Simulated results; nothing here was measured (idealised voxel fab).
process module | voxel transistor to metal
cross-section cut | 295 nm wide | cells 5 nm
A cross-section is a grid of square cells, given in bands from the top down. A band is one or more rows of cells.
Each band's line starts with the height of the band's top and of its bottom, in nm. Then come its materials from left to right, each with its width in nm. One material with "throughout" fills the band from edge to edge. "air" is empty space.
Height 0 is the level under which the wafer as received is all one material. The lowest band goes on downwards, as in "0 down".
A width such as "30 to 40" changes by the same amount from each row of cells to the next, from the band's top row to its bottom row.
"no change" after a step means that no cell of the cross-section changed.
closed voids: empty space of 8 cells or more with no open way to the top, each as width x height at its distance from the left edge, in nm
after a step's settings: what the simulator itself notes on the step
overlay nm, on a step with a mask: how far to the right of its planned place the mask lay; to the left if negative
Each pair below shows a cross-section before one step and the cross-section after it, down to the lowest band that changed. The line under each pair gives the step between them, with its settings. The pairs can come from different runs of this module on the same starting wafer, so a pair continues from the pair above only where its "before" says so.
before
  100 to 90: aC throughout
  90 to 60: lowk throughout
  60 to 55: TiN throughout
  55 to 40: lowk 25 | TiN 5 | Cu 10 | TiN 5 | lowk 65 | TiN 5 | Cu 10 | TiN 5 | lowk 30 | TiN 5 | Cu 10 | TiN 5 | lowk 65 | TiN 5 | Cu 10 | TiN 5 | lowk 30
  40 to 35: SiN 25 | TiN 20 | SiN 65 | TiN 20 | SiN 30 | TiN 20 | SiN 65 | TiN 20 | SiN 30
  35 to 25: SiO2 25 | TiN 5 | W 10 | TiN 5 | SiO2 65 | TiN 5 | W 10 | TiN 5 | SiO2 30 | TiN 5 | W 10 | TiN 5 | SiO2 65 | TiN 5 | W 10 | TiN 5 | SiO2 30
  25 to 10: SiO2 25 | TiN 5 | W 10 | TiN 5 | SiO2 5 | SiN 10 | HfO2 5 | TiN 5 | W 15 | TiN 5 | HfO2 5 | SiN 10 | SiO2 5 | TiN 5 | W 10 | TiN 5 | SiO2 30 | TiN 5 | W 10 | TiN 5 | SiO2 5 | SiN 10 | HfO2 5 | TiN 5 | W 15 | TiN 5 | HfO2 5 | SiN 10 | SiO2 5 | TiN 5 | W 10 | TiN 5 | SiO2 30
  10 to 5: SiO2 25 | TiN 5 | W 5 | TiN 10 | SiO2 5 | SiN 10 | HfO2 5 | TiN 5 | W 15 | TiN 5 | HfO2 5 | SiN 10 | SiO2 5 | TiN 10 | W 5 | TiN 5 | SiO2 30 | TiN 5 | W 5 | TiN 10 | SiO2 5 | SiN 10 | HfO2 5 | TiN 5 | W 15 | TiN 5 | HfO2 5 | SiN 10 | SiO2 5 | TiN 10 | W 5 | TiN 5 | SiO2 30
  5 to 0: SiO2 25 | TiN 5 | W 5 | TiN 5 | SiGe 10 | SiN 10 | HfO2 5 | TiN 25 | HfO2 5 | SiN 10 | SiGe 10 | TiN 5 | W 5 | TiN 5 | SiO2 30 | TiN 5 | W 5 | TiN 5 | SiGe 10 | SiN 10 | HfO2 5 | TiN 25 | HfO2 5 | SiN 10 | SiGe 10 | TiN 5 | W 5 | TiN 5 | SiO2 30
  0 to -5: SiO2 25 | TiN 15 | SiGe 10 | SiO2 10 | HfO2 35 | SiO2 10 | SiGe 10 | TiN 15 | SiO2 30 | TiN 15 | SiGe 10 | SiO2 10 | HfO2 35 | SiO2 10 | SiGe 10 | TiN 15 | SiO2 30
  -5 to -15: SiO2 20 | SiGe 30 | Si 55 | SiGe 30 | SiO2 20 | SiGe 30 | Si 55 | SiGe 30 | SiO2 25
  -15 to -20: SiO2 20 | Si 115 | SiO2 20 | Si 115 | SiO2 25
  -20 down: Si throughout
  closed voids: none
after
  130 to 100: resist 25 | air 15 | resist 120 | air 15 | resist 120
  below 100: unchanged
  closed voids: none
the step between: op PATTERN | tone open | mask id METAL_2_HOLES | material resist | width nm 15 | pitch nm 135 | thk nm 30 | overlay nm 0
before: the cross-section after the pair above
after
  120 to 100: resist 25 | air 15 | resist 120 | air 15 | resist 120
  100 to 90: aC 25 | air 15 | aC 120 | air 15 | aC 120
  below 90: unchanged
  closed voids: none
the step between: op DIRECTIONAL_ETCH | etch materials aC | depth nm 10
before: the cross-section after the pair above
after
  100 to 90: aC 25 | air 15 | aC 120 | air 15 | aC 120
  below 90: unchanged
  closed voids: none
the step between: op STRIP | etch materials resist
before: the cross-section after the pair above
after
  100 to 90: aC 25 | air 15 | aC 120 | air 15 | aC 120
  90 to 60: lowk 25 | air 15 | lowk 120 | air 15 | lowk 120
  below 60: unchanged
  closed voids: none
the step between: op DIRECTIONAL_ETCH | etch materials lowk | depth nm 30
before: the cross-section after the pair above
after
  90 to 60: lowk 25 | air 15 | lowk 120 | air 15 | lowk 120
  below 60: unchanged
  closed voids: none
the step between: op STRIP | etch materials aC
before: the cross-section after the pair above
after
  105 to 90: resist 25 | air 20 | resist 115 | air 20 | resist 115
  below 90: unchanged
  closed voids: none
the step between: op PATTERN | tone open | mask id METAL_2 | material resist | width nm 20 | pitch nm 135 | thk nm 15 | overlay nm 0
before: the cross-section after the pair above
after
  105 to 90: resist 25 | air 20 | resist 115 | air 20 | resist 115
  90 to 75: lowk 25 | air 20 | lowk 115 | air 20 | lowk 115
  below 75: unchanged
  closed voids: none
the step between: op DIRECTIONAL_ETCH | etch materials lowk | depth nm 15
before: the cross-section after the pair above
after
  90 to 75: lowk 25 | air 20 | lowk 115 | air 20 | lowk 115
  below 75: unchanged
  closed voids: none
the step between: op STRIP | etch materials resist
before: the cross-section after the pair above
after
  95 to 90: TiN 30 | air 10 | TiN 125 | air 10 | TiN 120
  90 to 80: lowk 25 | TiN 5 | air 10 | TiN 5 | lowk 115 | TiN 5 | air 10 | TiN 5 | lowk 115
  80 to 75: lowk 25 | TiN 5 | air 5 | TiN 10 | lowk 115 | TiN 5 | air 5 | TiN 10 | lowk 115
  75 to 65: lowk 25 | TiN 5 | air 5 | TiN 5 | lowk 120 | TiN 5 | air 5 | TiN 5 | lowk 120
  65 to 60: lowk 25 | TiN 15 | lowk 120 | TiN 15 | lowk 120
  below 60: unchanged
  closed voids: none
the step between: op CONFORMAL_DEP | material TiN | thk nm 5
before: the cross-section after the pair above
after
  105 to 95: Ru throughout
  95 to 90: TiN 30 | Ru 10 | TiN 125 | Ru 10 | TiN 120
  90 to 80: lowk 25 | TiN 5 | Ru 10 | TiN 5 | lowk 115 | TiN 5 | Ru 10 | TiN 5 | lowk 115
  80 to 75: lowk 25 | TiN 5 | Ru 5 | TiN 10 | lowk 115 | TiN 5 | Ru 5 | TiN 10 | lowk 115
  75 to 65: lowk 25 | TiN 5 | Ru 5 | TiN 5 | lowk 120 | TiN 5 | Ru 5 | TiN 5 | lowk 120
  below 65: unchanged
  closed voids: none
the step between: op FILL_DEP | material Ru | thk nm 10
before: the cross-section after the pair above
after
  90 to 80: lowk 25 | TiN 5 | Ru 10 | TiN 5 | lowk 115 | TiN 5 | Ru 10 | TiN 5 | lowk 115
  below 80: unchanged
  closed voids: none
the step between: op CMP | height nm 90
before: the cross-section after the pair above
after
  95 to 90: SiCN throughout
  below 90: unchanged
  closed voids: none
the step between: op CONFORMAL_DEP | material SiCN | thk nm 5
before
  55 to 40: lowk throughout
  40 to 35: SiN throughout
  35 to 25: SiO2 25 | TiN 5 | W 10 | TiN 5 | SiO2 65 | TiN 5 | W 10 | TiN 5 | SiO2 30 | TiN 5 | W 10 | TiN 5 | SiO2 65 | TiN 5 | W 10 | TiN 5 | SiO2 30
  25 to 10: SiO2 25 | TiN 5 | W 10 | TiN 5 | SiO2 5 | SiN 10 | HfO2 5 | TiN 5 | W 15 | TiN 5 | HfO2 5 | SiN 10 | SiO2 5 | TiN 5 | W 10 | TiN 5 | SiO2 30 | TiN 5 | W 10 | TiN 5 | SiO2 5 | SiN 10 | HfO2 5 | TiN 5 | W 15 | TiN 5 | HfO2 5 | SiN 10 | SiO2 5 | TiN 5 | W 10 | TiN 5 | SiO2 30
  10 to 5: SiO2 25 | TiN 5 | W 5 | TiN 10 | SiO2 5 | SiN 10 | HfO2 5 | TiN 5 | W 15 | TiN 5 | HfO2 5 | SiN 10 | SiO2 5 | TiN 10 | W 5 | TiN 5 | SiO2 30 | TiN 5 | W 5 | TiN 10 | SiO2 5 | SiN 10 | HfO2 5 | TiN 5 | W 15 | TiN 5 | HfO2 5 | SiN 10 | SiO2 5 | TiN 10 | W 5 | TiN 5 | SiO2 30
  5 to 0: SiO2 25 | TiN 5 | W 5 | TiN 5 | SiGe 10 | SiN 10 | HfO2 5 | TiN 25 | HfO2 5 | SiN 10 | SiGe 10 | TiN 5 | W 5 | TiN 5 | SiO2 30 | TiN 5 | W 5 | TiN 5 | SiGe 10 | SiN 10 | HfO2 5 | TiN 25 | HfO2 5 | SiN 10 | SiGe 10 | TiN 5 | W 5 | TiN 5 | SiO2 30
  0 to -5: SiO2 25 | TiN 15 | SiGe 10 | SiO2 10 | HfO2 35 | SiO2 10 | SiGe 10 | TiN 15 | SiO2 30 | TiN 15 | SiGe 10 | SiO2 10 | HfO2 35 | SiO2 10 | SiGe 10 | TiN 15 | SiO2 30
  -5 to -15: SiO2 20 | SiGe 30 | Si 55 | SiGe 30 | SiO2 20 | SiGe 30 | Si 55 | SiGe 30 | SiO2 25
  -15 to -20: SiO2 20 | Si 115 | SiO2 20 | Si 115 | SiO2 25
  -20 down: Si throughout
  closed voids: none
after
  55 to 40: air 25 | lowk 20 | air 65 | lowk 20 | air 30 | lowk 20 | air 65 | lowk 20 | air 30
  below 40: unchanged
  closed voids: none
the step between: op MASKED_ETCH | tone cover | mask id METAL_1 | width nm 20 | etch materials lowk | depth nm 15 | overlay nm 0
before: the cross-section after the pair above
after
  60 to 55: air 20 | TiN 30 | air 55 | TiN 30 | air 20 | TiN 30 | air 55 | TiN 30 | air 25
  55 to 45: air 20 | TiN 5 | lowk 20 | TiN 5 | air 55 | TiN 5 | lowk 20 | TiN 5 | air 20 | TiN 5 | lowk 20 | TiN 5 | air 55 | TiN 5 | lowk 20 | TiN 5 | air 25
  45 to 40: TiN 25 | lowk 20 | TiN 65 | lowk 20 | TiN 30 | lowk 20 | TiN 65 | lowk 20 | TiN 30
  below 40: unchanged
  closed voids: none
the step between: op CONFORMAL_DEP | material TiN | thk nm 5
before: the cross-section after the pair above
after
  70 to 60: Cu throughout
  60 to 55: Cu 20 | TiN 30 | Cu 55 | TiN 30 | Cu 20 | TiN 30 | Cu 55 | TiN 30 | Cu 25
  55 to 45: Cu 20 | TiN 5 | lowk 20 | TiN 5 | Cu 55 | TiN 5 | lowk 20 | TiN 5 | Cu 20 | TiN 5 | lowk 20 | TiN 5 | Cu 55 | TiN 5 | lowk 20 | TiN 5 | Cu 25
  below 45: unchanged
  closed voids: none
the step between: op FILL_DEP | material Cu | thk nm 10
before: the cross-section after the pair above
after
  55 to 45: Cu 20 | TiN 5 | lowk 20 | TiN 5 | Cu 55 | TiN 5 | lowk 20 | TiN 5 | Cu 20 | TiN 5 | lowk 20 | TiN 5 | Cu 55 | TiN 5 | lowk 20 | TiN 5 | Cu 25
  below 45: unchanged
  closed voids: none
the step between: op CMP | height nm 55
before: the cross-section after the pair above
after
  60 to 55: SiCN throughout
  below 55: unchanged
  closed voids: none
the step between: op CONFORMAL_DEP | material SiCN | thk nm 5
before: the cross-section after the pair above
after
  90 to 60: lowk throughout
  below 60: unchanged
  closed voids: none
the step between: op DIRECTIONAL_DEP | material lowk | thk nm 30
before: the cross-section after the pair above
after
  100 to 90: aC throughout
  below 90: unchanged
  closed voids: none
the step between: op DIRECTIONAL_DEP | material aC | thk nm 10
before: the cross-section after the pair above
after
  130 to 100: resist 25 | air 15 | resist 120 | air 15 | resist 120
  below 100: unchanged
  closed voids: none
the step between: op PATTERN | tone open | mask id METAL_2_HOLES | material resist | width nm 15 | pitch nm 135 | thk nm 30 | overlay nm 0
before: the cross-section after the pair above
after
  120 to 100: resist 25 | air 15 | resist 120 | air 15 | resist 120
  100 to 90: aC 25 | air 15 | aC 120 | air 15 | aC 120
  below 90: unchanged
  closed voids: none
the step between: op DIRECTIONAL_ETCH | etch materials aC | depth nm 10
before: the cross-section after the pair above
after
  100 to 90: aC 25 | air 15 | aC 120 | air 15 | aC 120
  below 90: unchanged
  closed voids: none
the step between: op STRIP | etch materials resist
before: the cross-section after the pair above
after
  100 to 90: aC 25 | air 15 | aC 120 | air 15 | aC 120
  90 to 60: lowk 25 | air 15 | lowk 120 | air 15 | lowk 120
  below 60: unchanged
  closed voids: none
the step between: op DIRECTIONAL_ETCH | etch materials lowk | depth nm 30
before: the cross-section after the pair above
after
  90 to 60: lowk 25 | air 15 | lowk 120 | air 15 | lowk 120
  below 60: unchanged
  closed voids: none
the step between: op STRIP | etch materials aC
before: the cross-section after the pair above
after
  105 to 90: resist 25 | air 20 | resist 115 | air 20 | resist 115
  below 90: unchanged
  closed voids: none
the step between: op PATTERN | tone open | mask id METAL_2 | material resist | width nm 20 | pitch nm 135 | thk nm 15 | overlay nm 0
before: the cross-section after the pair above
after
  105 to 90: resist 25 | air 20 | resist 115 | air 20 | resist 115
  90 to 75: lowk 25 | air 20 | lowk 115 | air 20 | lowk 115
  below 75: unchanged
  closed voids: none
the step between: op DIRECTIONAL_ETCH | etch materials lowk | depth nm 15
before: the cross-section after the pair above
after
  105 to 90: resist 25 | air 20 | resist 115 | air 20 | resist 115
  90 to 75: lowk 25 | air 20 | lowk 115 | air 20 | lowk 115
  75 to 60: lowk 25 | air 15 | lowk 120 | air 15 | lowk 120
  60 to 55: SiCN 25 | air 15 | SiCN 120 | air 15 | SiCN 120
  below 55: unchanged
  closed voids: none
the step between: op DIRECTIONAL_ETCH | etch materials SiCN | depth nm 5
before: the cross-section after the pair above
after
  90 to 75: lowk 25 | air 20 | lowk 115 | air 20 | lowk 115
  below 75: unchanged
  closed voids: none
the step between: op STRIP | etch materials resist
before: the cross-section after the pair above
after
  95 to 90: TiN 30 | air 10 | TiN 125 | air 10 | TiN 120
  90 to 80: lowk 25 | TiN 5 | air 10 | TiN 5 | lowk 115 | TiN 5 | air 10 | TiN 5 | lowk 115
  80 to 75: lowk 25 | TiN 5 | air 5 | TiN 10 | lowk 115 | TiN 5 | air 5 | TiN 10 | lowk 115
  75 to 60: lowk 25 | TiN 5 | air 5 | TiN 5 | lowk 120 | TiN 5 | air 5 | TiN 5 | lowk 120
  60 to 55: SiCN 25 | TiN 15 | SiCN 120 | TiN 15 | SiCN 120
  below 55: unchanged
  closed voids: none
the step between: op CONFORMAL_DEP | material TiN | thk nm 5
before: the cross-section after the pair above
after
  105 to 95: Ru throughout
  95 to 90: TiN 30 | Ru 10 | TiN 125 | Ru 10 | TiN 120
  90 to 80: lowk 25 | TiN 5 | Ru 10 | TiN 5 | lowk 115 | TiN 5 | Ru 10 | TiN 5 | lowk 115
  80 to 75: lowk 25 | TiN 5 | Ru 5 | TiN 10 | lowk 115 | TiN 5 | Ru 5 | TiN 10 | lowk 115
  75 to 60: lowk 25 | TiN 5 | Ru 5 | TiN 5 | lowk 120 | TiN 5 | Ru 5 | TiN 5 | lowk 120
  below 60: unchanged
  closed voids: none
the step between: op FILL_DEP | material Ru | thk nm 10
before: the cross-section after the pair above
after
  90 to 80: lowk 25 | TiN 5 | Ru 10 | TiN 5 | lowk 115 | TiN 5 | Ru 10 | TiN 5 | lowk 115
  below 80: unchanged
  closed voids: none
the step between: op CMP | height nm 90
before: the cross-section after the pair above
after
  95 to 90: SiCN throughout
  below 90: unchanged
  closed voids: none
the step between: op CONFORMAL_DEP | material SiCN | thk nm 5
